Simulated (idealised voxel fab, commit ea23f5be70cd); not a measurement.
process module | voxel gate over fins
cross-section cut | 240 nm wide | cells 5 nm
A cross-section is a grid of square cells, given in bands from the top down. A band is one or more rows of cells.
Each band's line starts with the height of the band's top and of its bottom, in nm. Then come its materials from left to right, each with its width in nm. One material with "throughout" fills the band from edge to edge. "air" is empty space.
Height 0 is the level under which the wafer as received is all one material. The lowest band goes on downwards, as in "0 down".
A width such as "30 to 40" changes by the same amount from each row of cells to the next, from the band's top row to its bottom row.
"no change" after a step means that no cell of the cross-section changed.
closed voids: empty space of 8 cells or more with no open way to the top, each as width x height at its distance from the left edge, in nm
after a step's settings: what the simulator itself notes on the step
overlay nm, on a step with a mask: how far to the right of its planned place the mask lay; to the left if negative
plan
1 op RECEIVE | material Si
2 op CONFORMAL_DEP | material SiN | thk nm 5
3 op PATTERN | tone cover | mask id FINS | material resist | width nm 15 | pitch nm 55 | thk nm 20 | overlay nm 0
4 op DIRECTIONAL_ETCH | etch materials SiN | depth nm 5
5 op DIRECTIONAL_ETCH | etch materials Si | depth nm 40
6 op STRIP | etch materials resist
7 op FILL_DEP | material SiO2 | thk nm 5
8 op CMP | height nm 5
9 op MASKED_ETCH | tone open | mask id RAIL | width nm 15 | etch materials SiO2 | depth nm 40 | overlay nm 0
10 op CONFORMAL_DEP | material TiN | thk nm 5
11 op FILL_DEP | material W | thk nm 10
12 op CMP | height nm 5
13 op SELECTIVE_ETCH | etch materials W Ru TiN | depth nm 25
14 op FILL_DEP | material SiO2 | thk nm 5
15 op CMP | height nm 5
16 op SELECTIVE_ETCH | etch materials SiO2 | depth nm 20
17 op STRIP | etch materials SiN
18 op CONFORMAL_DEP | material HfO2 | thk nm 5
19 op CONFORMAL_DEP | material TiN | thk nm 5
20 op CONFORMAL_DEP | material TiAl | thk nm 5
21 op CONFORMAL_DEP | material TiN | thk nm 5
22 op FILL_DEP | material W | thk nm 15
23 op CMP | height nm 30
24 op CONFORMAL_DEP | material SiCN | thk nm 5
first wafer, as planned
as received, after step 1
  0 down: Si throughout
  closed voids: none
after step 2
  5 to 0: SiN throughout
  below 0: unchanged
after step 3
  25 to 5: air 55 | resist 15 | air 40 | resist 15 | air 40 | resist 15 | air 60
  below 5: unchanged
after step 4
  25 to 5: air 55 | resist 15 | air 40 | resist 15 | air 40 | resist 15 | air 60
  5 to 0: air 55 | SiN 15 | air 40 | SiN 15 | air 40 | SiN 15 | air 60
  below 0: unchanged
after step 5
  25 to 5: air 55 | resist 15 | air 40 | resist 15 | air 40 | resist 15 | air 60
  5 to 0: air 55 | SiN 15 | air 40 | SiN 15 | air 40 | SiN 15 | air 60
  0 to -40: air 55 | Si 15 | air 40 | Si 15 | air 40 | Si 15 | air 60
  below -40: unchanged
after step 6
  5 to 0: air 55 | SiN 15 | air 40 | SiN 15 | air 40 | SiN 15 | air 60
  below 0: unchanged
after step 7
  10 to 5: SiO2 throughout
  5 to 0: SiO2 55 | SiN 15 | SiO2 40 | SiN 15 | SiO2 40 | SiN 15 | SiO2 60
  0 to -40: SiO2 55 | Si 15 | SiO2 40 | Si 15 | SiO2 40 | Si 15 | SiO2 60
  below -40: unchanged
after step 8
  5 to 0: SiO2 55 | SiN 15 | SiO2 40 | SiN 15 | SiO2 40 | SiN 15 | SiO2 60
  below 0: unchanged
after step 9
  5 to 0: SiO2 55 | SiN 15 | SiO2 10 | air 15 | SiO2 15 | SiN 15 | SiO2 40 | SiN 15 | SiO2 60
  0 to -35: SiO2 55 | Si 15 | SiO2 10 | air 15 | SiO2 15 | Si 15 | SiO2 40 | Si 15 | SiO2 60
  below -35: unchanged
after step 10
  10 to 5: TiN 85 | air 5 | TiN 150
  5 to 0: SiO2 55 | SiN 15 | SiO2 10 | TiN 5 | air 5 | TiN 5 | SiO2 15 | SiN 15 | SiO2 40 | SiN 15 | SiO2 60
  0 to -30: SiO2 55 | Si 15 | SiO2 10 | TiN 5 | air 5 | TiN 5 | SiO2 15 | Si 15 | SiO2 40 | Si 15 | SiO2 60
  -30 to -35: SiO2 55 | Si 15 | SiO2 10 | TiN 15 | SiO2 15 | Si 15 | SiO2 40 | Si 15 | SiO2 60
  below -35: unchanged
after step 11
  20 to 10: W throughout
  10 to 5: TiN 85 | W 5 | TiN 150
  5 to 0: SiO2 55 | SiN 15 | SiO2 10 | TiN 5 | W 5 | TiN 5 | SiO2 15 | SiN 15 | SiO2 40 | SiN 15 | SiO2 60
  0 to -30: SiO2 55 | Si 15 | SiO2 10 | TiN 5 | W 5 | TiN 5 | SiO2 15 | Si 15 | SiO2 40 | Si 15 | SiO2 60
  below -30: unchanged
after step 12
  5 to 0: SiO2 55 | SiN 15 | SiO2 10 | TiN 5 | W 5 | TiN 5 | SiO2 15 | SiN 15 | SiO2 40 | SiN 15 | SiO2 60
  below 0: unchanged
after step 13
  5 to 0: SiO2 55 | SiN 15 | SiO2 10 | air 15 | SiO2 15 | SiN 15 | SiO2 40 | SiN 15 | SiO2 60
  0 to -20: SiO2 55 | Si 15 | SiO2 10 | air 15 | SiO2 15 | Si 15 | SiO2 40 | Si 15 | SiO2 60
  below -20: unchanged
after step 14
  10 to 5: SiO2 throughout
  5 to 0: SiO2 55 | SiN 15 | SiO2 40 | SiN 15 | SiO2 40 | SiN 15 | SiO2 60
  0 to -20: SiO2 55 | Si 15 | SiO2 40 | Si 15 | SiO2 40 | Si 15 | SiO2 60
  below -20: unchanged
after step 15
  5 to 0: SiO2 55 | SiN 15 | SiO2 40 | SiN 15 | SiO2 40 | SiN 15 | SiO2 60
  below 0: unchanged
after step 16
  5 to 0: air 55 | SiN 15 | air 40 | SiN 15 | air 40 | SiN 15 | air 60
  0 to -15: air 55 | Si 15 | air 40 | Si 15 | air 40 | Si 15 | air 60
  below -15: unchanged
after step 17
  0 to -15: air 55 | Si 15 | air 40 | Si 15 | air 40 | Si 15 | air 60
  below -15: unchanged
after step 18
  5 to 0: air 50 | HfO2 25 | air 30 | HfO2 25 | air 30 | HfO2 25 | air 55
  0 to -10: air 50 | HfO2 5 | Si 15 | HfO2 5 | air 30 | HfO2 5 | Si 15 | HfO2 5 | air 30 | HfO2 5 | Si 15 | HfO2 5 | air 55
  -10 to -15: HfO2 55 | Si 15 | HfO2 40 | Si 15 | HfO2 40 | Si 15 | HfO2 60
  below -15: unchanged
after step 19
  10 to 5: air 45 | TiN 35 | air 20 | TiN 35 | air 20 | TiN 35 | air 50
  5 to 0: air 45 | TiN 5 | HfO2 25 | TiN 5 | air 20 | TiN 5 | HfO2 25 | TiN 5 | air 20 | TiN 5 | HfO2 25 | TiN 5 | air 50
  0 to -5: air 45 | TiN 5 | HfO2 5 | Si 15 | HfO2 5 | TiN 5 | air 20 | TiN 5 | HfO2 5 | Si 15 | HfO2 5 | TiN 5 | air 20 | TiN 5 | HfO2 5 | Si 15 | HfO2 5 | TiN 5 | air 50
  -5 to -10: TiN 50 | HfO2 5 | Si 15 | HfO2 5 | TiN 30 | HfO2 5 | Si 15 | HfO2 5 | TiN 30 | HfO2 5 | Si 15 | HfO2 5 | TiN 55
  below -10: unchanged
after step 20
  15 to 10: air 40 | TiAl 45 | air 10 | TiAl 45 | air 10 | TiAl 45 | air 45
  10 to 5: air 40 | TiAl 5 | TiN 35 | TiAl 5 | air 10 | TiAl 5 | TiN 35 | TiAl 5 | air 10 | TiAl 5 | TiN 35 | TiAl 5 | air 45
  5 to 0: air 40 | TiAl 5 | TiN 5 | HfO2 25 | TiN 5 | TiAl 5 | air 10 | TiAl 5 | TiN 5 | HfO2 25 | TiN 5 | TiAl 5 | air 10 | TiAl 5 | TiN 5 | HfO2 25 | TiN 5 | TiAl 5 | air 45
  0 to -5: TiAl 45 | TiN 5 | HfO2 5 | Si 15 | HfO2 5 | TiN 5 | TiAl 20 | TiN 5 | HfO2 5 | Si 15 | HfO2 5 | TiN 5 | TiAl 20 | TiN 5 | HfO2 5 | Si 15 | HfO2 5 | TiN 5 | TiAl 50
  below -5: unchanged
after step 21
  20 to 15: air 35 | TiN 165 | air 40
  15 to 10: air 35 | TiN 5 | TiAl 45 | TiN 10 | TiAl 45 | TiN 10 | TiAl 45 | TiN 5 | air 40
  10 to 5: air 35 | TiN 5 | TiAl 5 | TiN 35 | TiAl 5 | TiN 10 | TiAl 5 | TiN 35 | TiAl 5 | TiN 10 | TiAl 5 | TiN 35 | TiAl 5 | TiN 5 | air 40
  5 to 0: TiN 40 | TiAl 5 | TiN 5 | HfO2 25 | TiN 5 | TiAl 5 | TiN 10 | TiAl 5 | TiN 5 | HfO2 25 | TiN 5 | TiAl 5 | TiN 10 | TiAl 5 | TiN 5 | HfO2 25 | TiN 5 | TiAl 5 | TiN 45
  below 0: unchanged
after step 22
  35 to 20: W throughout
  20 to 15: W 35 | TiN 165 | W 40
  15 to 10: W 35 | TiN 5 | TiAl 45 | TiN 10 | TiAl 45 | TiN 10 | TiAl 45 | TiN 5 | W 40
  10 to 5: W 35 | TiN 5 | TiAl 5 | TiN 35 | TiAl 5 | TiN 10 | TiAl 5 | TiN 35 | TiAl 5 | TiN 10 | TiAl 5 | TiN 35 | TiAl 5 | TiN 5 | W 40
  below 5: unchanged
after step 23
  30 to 20: W throughout
  below 20: unchanged
after step 24
  35 to 30: SiCN throughout
  below 30: unchanged
second wafer: like start, like plan, one mistake. Through step 8 it matches the first wafer
when step 9 should have ended
  5 to 0: air 55 | SiN 15 | air 10 | SiO2 15 | air 15 | SiN 15 | air 40 | SiN 15 | air 60
  0 to -35: air 55 | Si 15 | air 10 | SiO2 15 | air 15 | Si 15 | air 40 | Si 15 | air 60
  below -35: unchanged
when step 10 should have ended
  10 to 5: air 50 | TiN 50 | air 5 | TiN 25 | air 30 | TiN 25 | air 55
  5 to 0: air 50 | TiN 5 | SiN 15 | TiN 10 | SiO2 15 | TiN 5 | air 5 | TiN 5 | SiN 15 | TiN 5 | air 30 | TiN 5 | SiN 15 | TiN 5 | air 55
  0 to -30: air 50 | TiN 5 | Si 15 | TiN 10 | SiO2 15 | TiN 5 | air 5 | TiN 5 | Si 15 | TiN 5 | air 30 | TiN 5 | Si 15 | TiN 5 | air 55
  -30 to -35: TiN 55 | Si 15 | TiN 10 | SiO2 15 | TiN 15 | Si 15 | TiN 40 | Si 15 | TiN 60
  below -35: unchanged
when step 11 should have ended
  20 to 10: W throughout
  10 to 5: W 50 | TiN 50 | W 5 | TiN 25 | W 30 | TiN 25 | W 55
  5 to 0: W 50 | TiN 5 | SiN 15 | TiN 10 | SiO2 15 | TiN 5 | W 5 | TiN 5 | SiN 15 | TiN 5 | W 30 | TiN 5 | SiN 15 | TiN 5 | W 55
  0 to -30: W 50 | TiN 5 | Si 15 | TiN 10 | SiO2 15 | TiN 5 | W 5 | TiN 5 | Si 15 | TiN 5 | W 30 | TiN 5 | Si 15 | TiN 5 | W 55
  below -30: unchanged
when step 12 should have ended
  5 to 0: W 50 | TiN 5 | SiN 15 | TiN 10 | SiO2 15 | TiN 5 | W 5 | TiN 5 | SiN 15 | TiN 5 | W 30 | TiN 5 | SiN 15 | TiN 5 | W 55
  below 0: unchanged
when step 13 should have ended
  5 to 0: air 55 | SiN 15 | air 10 | SiO2 15 | air 15 | SiN 15 | air 40 | SiN 15 | air 60
  0 to -20: air 55 | Si 15 | air 10 | SiO2 15 | air 15 | Si 15 | air 40 | Si 15 | air 60
  below -20: unchanged
when step 14 should have ended
  10 to 5: SiO2 throughout
  5 to 0: SiO2 55 | SiN 15 | SiO2 40 | SiN 15 | SiO2 40 | SiN 15 | SiO2 60
  0 to -20: SiO2 55 | Si 15 | SiO2 40 | Si 15 | SiO2 40 | Si 15 | SiO2 60
  below -20: unchanged
when step 15 should have ended
  5 to 0: SiO2 55 | SiN 15 | SiO2 40 | SiN 15 | SiO2 40 | SiN 15 | SiO2 60
  below 0: unchanged
when step 16 should have ended
  5 to 0: air 55 | SiN 15 | air 40 | SiN 15 | air 40 | SiN 15 | air 60
  0 to -15: air 55 | Si 15 | air 40 | Si 15 | air 40 | Si 15 | air 60
  below -15: unchanged
when step 17 should have ended
  0 to -15: air 55 | Si 15 | air 40 | Si 15 | air 40 | Si 15 | air 60
  below -15: unchanged
when step 18 should have ended
  5 to 0: air 50 | HfO2 25 | air 30 | HfO2 25 | air 30 | HfO2 25 | air 55
  0 to -10: air 50 | HfO2 5 | Si 15 | HfO2 5 | air 30 | HfO2 5 | Si 15 | HfO2 5 | air 30 | HfO2 5 | Si 15 | HfO2 5 | air 55
  -10 to -15: HfO2 55 | Si 15 | HfO2 40 | Si 15 | HfO2 40 | Si 15 | HfO2 60
  below -15: unchanged
when step 19 should have ended
  10 to 5: air 45 | TiN 35 | air 20 | TiN 35 | air 20 | TiN 35 | air 50
  5 to 0: air 45 | TiN 5 | HfO2 25 | TiN 5 | air 20 | TiN 5 | HfO2 25 | TiN 5 | air 20 | TiN 5 | HfO2 25 | TiN 5 | air 50
  0 to -5: air 45 | TiN 5 | HfO2 5 | Si 15 | HfO2 5 | TiN 5 | air 20 | TiN 5 | HfO2 5 | Si 15 | HfO2 5 | TiN 5 | air 20 | TiN 5 | HfO2 5 | Si 15 | HfO2 5 | TiN 5 | air 50
  -5 to -10: TiN 50 | HfO2 5 | Si 15 | HfO2 5 | TiN 30 | HfO2 5 | Si 15 | HfO2 5 | TiN 30 | HfO2 5 | Si 15 | HfO2 5 | TiN 55
  below -10: unchanged
when step 20 should have ended
  15 to 10: air 40 | TiAl 45 | air 10 | TiAl 45 | air 10 | TiAl 45 | air 45
  10 to 5: air 40 | TiAl 5 | TiN 35 | TiAl 5 | air 10 | TiAl 5 | TiN 35 | TiAl 5 | air 10 | TiAl 5 | TiN 35 | TiAl 5 | air 45
  5 to 0: air 40 | TiAl 5 | TiN 5 | HfO2 25 | TiN 5 | TiAl 5 | air 10 | TiAl 5 | TiN 5 | HfO2 25 | TiN 5 | TiAl 5 | air 10 | TiAl 5 | TiN 5 | HfO2 25 | TiN 5 | TiAl 5 | air 45
  0 to -5: TiAl 45 | TiN 5 | HfO2 5 | Si 15 | HfO2 5 | TiN 5 | TiAl 20 | TiN 5 | HfO2 5 | Si 15 | HfO2 5 | TiN 5 | TiAl 20 | TiN 5 | HfO2 5 | Si 15 | HfO2 5 | TiN 5 | TiAl 50
  below -5: unchanged
when step 21 should have ended
  20 to 15: air 35 | TiN 165 | air 40
  15 to 10: air 35 | TiN 5 | TiAl 45 | TiN 10 | TiAl 45 | TiN 10 | TiAl 45 | TiN 5 | air 40
  10 to 5: air 35 | TiN 5 | TiAl 5 | TiN 35 | TiAl 5 | TiN 10 | TiAl 5 | TiN 35 | TiAl 5 | TiN 10 | TiAl 5 | TiN 35 | TiAl 5 | TiN 5 | air 40
  5 to 0: TiN 40 | TiAl 5 | TiN 5 | HfO2 25 | TiN 5 | TiAl 5 | TiN 10 | TiAl 5 | TiN 5 | HfO2 25 | TiN 5 | TiAl 5 | TiN 10 | TiAl 5 | TiN 5 | HfO2 25 | TiN 5 | TiAl 5 | TiN 45
  below 0: unchanged
when step 22 should have ended
  35 to 20: W throughout
  20 to 15: W 35 | TiN 165 | W 40
  15 to 10: W 35 | TiN 5 | TiAl 45 | TiN 10 | TiAl 45 | TiN 10 | TiAl 45 | TiN 5 | W 40
  10 to 5: W 35 | TiN 5 | TiAl 5 | TiN 35 | TiAl 5 | TiN 10 | TiAl 5 | TiN 35 | TiAl 5 | TiN 10 | TiAl 5 | TiN 35 | TiAl 5 | TiN 5 | W 40
  below 5: unchanged
when step 23 should have ended
  30 to 20: W throughout
  below 20: unchanged
when step 24 should have ended
  35 to 30: SiCN throughout
  below 30: unchanged
what went wrong: step 9 ran as: op MASKED_ETCH | tone cover | mask id RAIL | width nm 15 | etch materials SiO2 | depth nm 40 | overlay nm 0
at the end the second wafer has, in cells: 99 fewer of SiO2 | 45 more of TiN | 54 more of W
